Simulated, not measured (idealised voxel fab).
Proc. module: voxel air gaps
Cross-section cut spans 250 nm and uses square cells 5 nm in size.
Heads up, the way a cross-section reads in here is a grid of square cells, handed over as bands from the top down, with every band being one or more rows of cells. This entry defines a band. It first specifies the height of the band's top and the height of its bottom in nm, and then specifies the band's materials from left to right, stating each material with its width in nm. The word "everywhere" identifies a single material that fills the band from edge to edge, while the word "empty" identifies empty space. Convention: height 0 is the level below which the wafer, as received, is all one material. The lowest band does not terminate at the bottom but continues downward, represented as "0 and below". Quick explanation for "30..40": the width changes in equal steps down the rows of cells, from the first number in the band's top row to the second number in its bottom row. No cell of the cross-section changed in a step that is given as "same as before". This entry, "Enclosed voids", enumerates those empty regions of no fewer than 8 cells that possess no open connection to the top. Each region is reported in the form width x height at distance, the distance being taken from the left edge, with all three quantities expressed in nm. Where a step's line continues beyond its settings, the continuation is a remark by the simulator itself on that step. "overlay nm" on a masked step: distance the mask lay right of its planned place, negative for left.

### Intended process steps
1,RECEIVE [material Si]
2,CONFORMAL_DEP [material SiO2] [thk nm 15]
3,CONFORMAL_DEP [material SiN] [thk nm 5]
4,DIRECTIONAL_DEP [material SiO2] [thk nm 40]
5,PATTERN [tone open] [mask id LINES] [material resist] [width nm 25] [pitch nm 55] [thk nm 15] [overlay nm 0]
6,DIRECTIONAL_ETCH [etch materials SiO2] [depth nm 40]
7,STRIP [etch materials resist]
8,CONFORMAL_DEP [material TiN] [thk nm 5]
9,FILL_DEP [material W] [thk nm 5]
10,CMP [height nm 60]
11,EPI [material Ru] [thk nm 10]
12,SELECTIVE_ETCH [etch materials SiO2] [depth nm 50]
13,CONFORMAL_DEP [material SiN] [thk nm 5]

### What follows covers the first of two wafers; it ran as planned

### Here's what the wafer looked like in cross-section when it arrived - that's after step 1
	0 and below: Si everywhere
	Enclosed voids: none

### After step 2, in cross-section
	15 down to 0: SiO2 everywhere
	Below 0 it's all the same as before, nothing changed down there.

### After step 3, in cross-section
	20 down to 15: SiN everywhere
	Below 15 it's all the same as before, nothing changed down there.

### After step 4, in cross-section
	60 down to 20: SiO2 everywhere
	Below 20 it's all the same as before, nothing changed down there.

### After step 5, in cross-section
	75 down to 60: resist=55  empty=25  resist=30  empty=25  resist=30  empty=25  resist=60
	Below 60 it's all the same as before, nothing changed down there.

### After step 6, in cross-section
	75 down to 60: resist=55  empty=25  resist=30  empty=25  resist=30  empty=25  resist=60
	60 down to 20: SiO2=55  empty=25  SiO2=30  empty=25  SiO2=30  empty=25  SiO2=60
	Below 20 it's all the same as before, nothing changed down there.

### After step 7, in cross-section
	60 down to 20: SiO2=55  empty=25  SiO2=30  empty=25  SiO2=30  empty=25  SiO2=60
	Below 20 it's all the same as before, nothing changed down there.

### After step 8, in cross-section
	65 down to 60: TiN=60  empty=15  TiN=40  empty=15  TiN=40  empty=15  TiN=65
	60 down to 25: SiO2=55  TiN=5  empty=15  TiN=5  SiO2=30  TiN=5  empty=15  TiN=5  SiO2=30  TiN=5  empty=15  TiN=5  SiO2=60
	25 down to 20: SiO2=55  TiN=25  SiO2=30  TiN=25  SiO2=30  TiN=25  SiO2=60
	Below 20 it's all the same as before, nothing changed down there.

### After step 9, in cross-section
	70 down to 65: W everywhere
	65 down to 60: TiN=60  W=15  TiN=40  W=15  TiN=40  W=15  TiN=65
	60 down to 25: SiO2=55  TiN=5  W=15  TiN=5  SiO2=30  TiN=5  W=15  TiN=5  SiO2=30  TiN=5  W=15  TiN=5  SiO2=60
	Below 25 it's all the same as before, nothing changed down there.

### After step 10, in cross-section
	60 down to 25: SiO2=55  TiN=5  W=15  TiN=5  SiO2=30  TiN=5  W=15  TiN=5  SiO2=30  TiN=5  W=15  TiN=5  SiO2=60
	Below 25 it's all the same as before, nothing changed down there.

### After step 11, in cross-section
	70 down to 60: empty=45  Ru=45  empty=10  Ru=45  empty=10  Ru=45  empty=50
	Below 60 it's all the same as before, nothing changed down there.

### After step 12, in cross-section
	70 down to 60: empty=45  Ru=45  empty=10  Ru=45  empty=10  Ru=45  empty=50
	60 down to 25: empty=55  TiN=5  W=15  TiN=5  empty=30  TiN=5  W=15  TiN=5  empty=30  TiN=5  W=15  TiN=5  empty=60
	25 down to 20: empty=55  TiN=25  empty=30  TiN=25  empty=30  TiN=25  empty=60
	Below 20 it's all the same as before, nothing changed down there.

### After step 13, in cross-section
	75 down to 70: empty=40  SiN=165  empty=45
	70 down to 60: empty=40  SiN=5  Ru=45  SiN=10  Ru=45  SiN=10  Ru=45  SiN=5  empty=45
	60 down to 55: empty=40  SiN=15  TiN=5  W=15  TiN=5  SiN=30  TiN=5  W=15  TiN=5  SiN=30  TiN=5  W=15  TiN=5  SiN=15  empty=45
	55 down to 25: empty=50  SiN=5  TiN=5  W=15  TiN=5  SiN=5  empty=20  SiN=5  TiN=5  W=15  TiN=5  SiN=5  empty=20  SiN=5  TiN=5  W=15  TiN=5  SiN=5  empty=55
	25 down to 20: SiN=55  TiN=25  SiN=30  TiN=25  SiN=30  TiN=25  SiN=60
	Below 20 it's all the same as before, nothing changed down there.
	Enclosed voids: 20 x 30 at 85; 20 x 30 at 140

### The second wafer began exactly as the first did and followed the same plan, but one mistake was made while running it; through step 4 inclusive, the two wafers are identical

### At the planned end of step 5, the second wafer in cross-section
	75 down to 60: empty=55  resist=25  empty=30  resist=25  empty=30  resist=25  empty=60
	Below 60 it's all the same as before, nothing changed down there.

### At the planned end of step 6, the second wafer in cross-section
	75 down to 60: empty=55  resist=25  empty=30  resist=25  empty=30  resist=25  empty=60
	60 down to 20: empty=55  SiO2=25  empty=30  SiO2=25  empty=30  SiO2=25  empty=60
	Below 20 it's all the same as before, nothing changed down there.

### At the planned end of step 7, the second wafer in cross-section
	60 down to 20: empty=55  SiO2=25  empty=30  SiO2=25  empty=30  SiO2=25  empty=60
	Below 20 it's all the same as before, nothing changed down there.

### At the planned end of step 8, the second wafer in cross-section
	65 down to 60: empty=50  TiN=35  empty=20  TiN=35  empty=20  TiN=35  empty=55
	60 down to 25: empty=50  TiN=5  SiO2=25  TiN=5  empty=20  TiN=5  SiO2=25  TiN=5  empty=20  TiN=5  SiO2=25  TiN=5  empty=55
	25 down to 20: TiN=55  SiO2=25  TiN=30  SiO2=25  TiN=30  SiO2=25  TiN=60
	Below 20 it's all the same as before, nothing changed down there.

### At the planned end of step 9, the second wafer in cross-section
	70 down to 65: W everywhere
	65 down to 60: W=50  TiN=35  W=20  TiN=35  W=20  TiN=35  W=55
	60 down to 25: W=50  TiN=5  SiO2=25  TiN=5  W=20  TiN=5  SiO2=25  TiN=5  W=20  TiN=5  SiO2=25  TiN=5  W=55
	Below 25 it's all the same as before, nothing changed down there.

### At the planned end of step 10, the second wafer in cross-section
	60 down to 25: W=50  TiN=5  SiO2=25  TiN=5  W=20  TiN=5  SiO2=25  TiN=5  W=20  TiN=5  SiO2=25  TiN=5  W=55
	Below 25 it's all the same as before, nothing changed down there.

### At the planned end of step 11, the second wafer in cross-section
	70 down to 60: Ru=65  empty=5  Ru=50  empty=5  Ru=50  empty=5  Ru=70
	Below 60 it's all the same as before, nothing changed down there.

### At the planned end of step 12, the second wafer in cross-section
	70 down to 60: Ru=65  empty=5  Ru=50  empty=5  Ru=50  empty=5  Ru=70
	60 down to 25: W=50  TiN=5  empty=25  TiN=5  W=20  TiN=5  empty=25  TiN=5  W=20  TiN=5  empty=25  TiN=5  W=55
	25 down to 20: TiN=55  empty=25  TiN=30  empty=25  TiN=30  empty=25  TiN=60
	Below 20 it's all the same as before, nothing changed down there.

### At the planned end of step 13, the second wafer in cross-section
	75 down to 70: SiN everywhere
	70 down to 60: Ru=65  SiN=5  Ru=50  SiN=5  Ru=50  SiN=5  Ru=70
	60 down to 55: W=50  TiN=5  SiN=25  TiN=5  W=20  TiN=5  SiN=25  TiN=5  W=20  TiN=5  SiN=25  TiN=5  W=55
	55 down to 25: W=50  TiN=5  SiN=5  empty=15  SiN=5  TiN=5  W=20  TiN=5  SiN=5  empty=15  SiN=5  TiN=5  W=20  TiN=5  SiN=5  empty=15  SiN=5  TiN=5  W=55
	25 down to 20: TiN=55  SiN=25  TiN=30  SiN=25  TiN=30  SiN=25  TiN=60
	Below 20 it's all the same as before, nothing changed down there.
	Enclosed voids: 15 x 30 at 60; 15 x 30 at 115; 15 x 30 at 170
Deviation from plan: for step 5, the planned setting was not used; the step was instead run as PATTERN [tone cover] [mask id LINES] [material resist] [width nm 25] [pitch nm 55] [thk nm 15] [overlay nm 0]
FYI, end of process, the second wafer has more or fewer cells of some materials than the first: Ru: 40 more | SiN: 12 fewer | TiN: 20 more | W: 140 more
So at the end we're looking at 2 closed voids on the first wafer and 3 on the second.
